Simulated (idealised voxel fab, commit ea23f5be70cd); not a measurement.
Process module in this document: voxel gate over fins
It is cross-section cut that appears here, measuring 250 nm in width, its square cells being 5 nm in size.
For the purposes of this document, a cross-section shall be understood as a grid of square cells, specified as bands listed in top-to-bottom order, each band consisting of one or more rows of cells.
In this notation a band is specified by the heights of its top and bottom, in that order and in nm, after which its materials appear from left to right, each paired with its width in nm. The word "all across" attached to a single material means that material fills the band from edge to edge; the word "empty" stands for empty space.
Where do heights start? At 0: under that level the wafer as delivered is made of one material only. And the lowest band has no floor; it just carries on downward, as in "z 0 and below".
Note: "30->40" means the width goes from the first number (top row of the band) to the second number (bottom row) in equal steps per row of cells.
"nothing altered", as given for a step, is the statement that not any cell of the cross-section underwent a change during that step.
Reported under the label "Fully sealed cavities" are the empty spaces having no open way to the top and comprising 8 cells or more; the notation for each is width x height at distance, in which the distance is measured from the left edge and all three values are in nm.
The remark found on a step's line after its settings is issued by the simulator itself and pertains to that step.
You can add "overlay nm" to a step's line. For a step with a mask, it describes how far the mask lay to the right of its planned position, and a negative number describes a lay to the left.

Below is the list of planned process steps
1 RECEIVE,material Si
2 CONFORMAL_DEP,material SiN,thk nm 10
3 DIRECTIONAL_DEP,material aC,thk nm 15
4 PATTERN,tone cover,mask id FINS,material resist,width nm 15,pitch nm 35,thk nm 35,overlay nm 0
5 DIRECTIONAL_ETCH,etch materials aC,depth nm 15
6 STRIP,etch materials resist
7 DIRECTIONAL_ETCH,etch materials SiN,depth nm 10
8 DIRECTIONAL_ETCH,etch materials Si,depth nm 30
9 STRIP,etch materials aC
10 OXIDIZE,depth nm 5
11 FILL_DEP,material SiO2,thk nm 5
12 CMP,height nm 10
13 SELECTIVE_ETCH,etch materials SiO2,depth nm 25
14 STRIP,etch materials SiN
15 CONFORMAL_DEP,material HfO2,thk nm 5
16 CONFORMAL_DEP,material TiN,thk nm 5
17 FILL_DEP,material W,thk nm 15
18 CMP,height nm 20
19 CONFORMAL_DEP,material SiCN,thk nm 5

First of two wafers - as planned

As-received wafer cross-section (after step 1)
  z 0 and below: Si all across
  Fully sealed cavities: none

Wafer xsec, post step 2
  z 10 to 0: SiN all across
  Note: structure below 0 unchanged.

Wafer xsec, post step 3
  z 25 to 10: aC all across
  Note: structure below 10 unchanged.

Wafer xsec, post step 4
  z 60 to 25: empty=100, then resist=15, then empty=20, then resist=15, then empty=100
  Note: structure below 25 unchanged.

Wafer xsec, post step 5
  z 45 to 25: empty=100, then resist=15, then empty=20, then resist=15, then empty=100
  z 25 to 10: empty=100, then aC=15, then empty=20, then aC=15, then empty=100
  Note: structure below 10 unchanged.

Wafer xsec, post step 6
  z 25 to 10: empty=100, then aC=15, then empty=20, then aC=15, then empty=100
  Note: structure below 10 unchanged.

Wafer xsec, post step 7
  z 25 to 10: empty=100, then aC=15, then empty=20, then aC=15, then empty=100
  z 10 to 0: empty=100, then SiN=15, then empty=20, then SiN=15, then empty=100
  Note: structure below 0 unchanged.

Wafer xsec, post step 8
  z 25 to 10: empty=100, then aC=15, then empty=20, then aC=15, then empty=100
  z 10 to 0: empty=100, then SiN=15, then empty=20, then SiN=15, then empty=100
  z 0 to -30: empty=100, then Si=15, then empty=20, then Si=15, then empty=100
  Note: structure below -30 unchanged.

Wafer xsec, post step 9
  z 10 to 0: empty=100, then SiN=15, then empty=20, then SiN=15, then empty=100
  Note: structure below 0 unchanged.

Wafer xsec, post step 10
  z 10 to 0: empty=100, then SiN=15, then empty=20, then SiN=15, then empty=100
  z 0 to -30: empty=100, then SiO2=5, then Si=5, then SiO2=5, then empty=20, then SiO2=5, then Si=5, then SiO2=5, then empty=100
  z -30 to -35: SiO2=105, then Si=5, then SiO2=30, then Si=5, then SiO2=105
  Note: structure below -35 unchanged.

Wafer xsec, post step 11
  z 15 to 10: SiO2 all across
  z 10 to 0: SiO2=100, then SiN=15, then SiO2=20, then SiN=15, then SiO2=100
  z 0 to -35: SiO2=105, then Si=5, then SiO2=30, then Si=5, then SiO2=105
  Note: structure below -35 unchanged.

Wafer xsec, post step 12
  z 10 to 0: SiO2=100, then SiN=15, then SiO2=20, then SiN=15, then SiO2=100
  Note: structure below 0 unchanged.

Wafer xsec, post step 13
  z 10 to 0: empty=100, then SiN=15, then empty=20, then SiN=15, then empty=100
  z 0 to -15: empty=105, then Si=5, then empty=30, then Si=5, then empty=105
  Note: structure below -15 unchanged.

Wafer xsec, post step 14
  z 0 to -15: empty=105, then Si=5, then empty=30, then Si=5, then empty=105
  Note: structure below -15 unchanged.

Wafer xsec, post step 15
  z 5 to 0: empty=100, then HfO2=15, then empty=20, then HfO2=15, then empty=100
  z 0 to -10: empty=100, then HfO2=5, then Si=5, then HfO2=5, then empty=20, then HfO2=5, then Si=5, then HfO2=5, then empty=100
  z -10 to -15: HfO2=105, then Si=5, then HfO2=30, then Si=5, then HfO2=105
  Note: structure below -15 unchanged.

Wafer xsec, post step 16
  z 10 to 5: empty=95, then TiN=25, then empty=10, then TiN=25, then empty=95
  z 5 to 0: empty=95, then TiN=5, then HfO2=15, then TiN=5, then empty=10, then TiN=5, then HfO2=15, then TiN=5, then empty=95
  z 0 to -5: empty=95, then TiN=5, then HfO2=5, then Si=5, then HfO2=5, then TiN=5, then empty=10, then TiN=5, then HfO2=5, then Si=5, then HfO2=5, then TiN=5, then empty=95
  z -5 to -10: TiN=100, then HfO2=5, then Si=5, then HfO2=5, then TiN=20, then HfO2=5, then Si=5, then HfO2=5, then TiN=100
  Note: structure below -10 unchanged.

Wafer xsec, post step 17
  z 25 to 10: W all across
  z 10 to 5: W=95, then TiN=25, then W=10, then TiN=25, then W=95
  z 5 to 0: W=95, then TiN=5, then HfO2=15, then TiN=5, then W=10, then TiN=5, then HfO2=15, then TiN=5, then W=95
  z 0 to -5: W=95, then TiN=5, then HfO2=5, then Si=5, then HfO2=5, then TiN=5, then W=10, then TiN=5, then HfO2=5, then Si=5, then HfO2=5, then TiN=5, then W=95
  Note: structure below -5 unchanged.

Wafer xsec, post step 18
  z 20 to 10: W all across
  Note: structure below 10 unchanged.

Wafer xsec, post step 19
  z 25 to 20: SiCN all across
  Note: structure below 20 unchanged.

Wafer two. Identical start, identical plan. One mistake in execution. Identical history through step 12

Second wafer, section view, time point: scheduled end of step 13
  z 10 to 0: empty=100, then SiN=15, then empty=20, then SiN=15, then empty=100
  z 0 to -35: empty=105, then Si=5, then empty=30, then Si=5, then empty=105
  Note: structure below -35 unchanged.

Second wafer, section view, time point: scheduled end of step 14
  z 0 to -35: empty=105, then Si=5, then empty=30, then Si=5, then empty=105
  Note: structure below -35 unchanged.

Second wafer, section view, time point: scheduled end of step 15
  z 5 to 0: empty=100, then HfO2=15, then empty=20, then HfO2=15, then empty=100
  z 0 to -30: empty=100, then HfO2=5, then Si=5, then HfO2=5, then empty=20, then HfO2=5, then Si=5, then HfO2=5, then empty=100
  z -30 to -35: HfO2=105, then Si=5, then HfO2=30, then Si=5, then HfO2=105
  Note: structure below -35 unchanged.

Second wafer, section view, time point: scheduled end of step 16
  z 10 to 5: empty=95, then TiN=25, then empty=10, then TiN=25, then empty=95
  z 5 to 0: empty=95, then TiN=5, then HfO2=15, then TiN=5, then empty=10, then TiN=5, then HfO2=15, then TiN=5, then empty=95
  z 0 to -25: empty=95, then TiN=5, then HfO2=5, then Si=5, then HfO2=5, then TiN=5, then empty=10, then TiN=5, then HfO2=5, then Si=5, then HfO2=5, then TiN=5, then empty=95
  z -25 to -30: TiN=100, then HfO2=5, then Si=5, then HfO2=5, then TiN=20, then HfO2=5, then Si=5, then HfO2=5, then TiN=100
  Note: structure below -30 unchanged.

Second wafer, section view, time point: scheduled end of step 17
  z 25 to 10: W all across
  z 10 to 5: W=95, then TiN=25, then W=10, then TiN=25, then W=95
  z 5 to 0: W=95, then TiN=5, then HfO2=15, then TiN=5, then W=10, then TiN=5, then HfO2=15, then TiN=5, then W=95
  z 0 to -25: W=95, then TiN=5, then HfO2=5, then Si=5, then HfO2=5, then TiN=5, then W=10, then TiN=5, then HfO2=5, then Si=5, then HfO2=5, then TiN=5, then W=95
  Note: structure below -25 unchanged.

Second wafer, section view, time point: scheduled end of step 18
  z 20 to 10: W all across
  Note: structure below 10 unchanged.

Second wafer, section view, time point: scheduled end of step 19
  z 25 to 20: SiCN all across
  Note: structure below 20 unchanged.
Against the plan, the run slipped here: twice, step 13 of the plan was run
The closing comparison, in cells, has the second wafer with more or fewer of some materials than the first: HfO2: 16 more, SiO2: 192 fewer, TiN: 16 more, W: 160 more
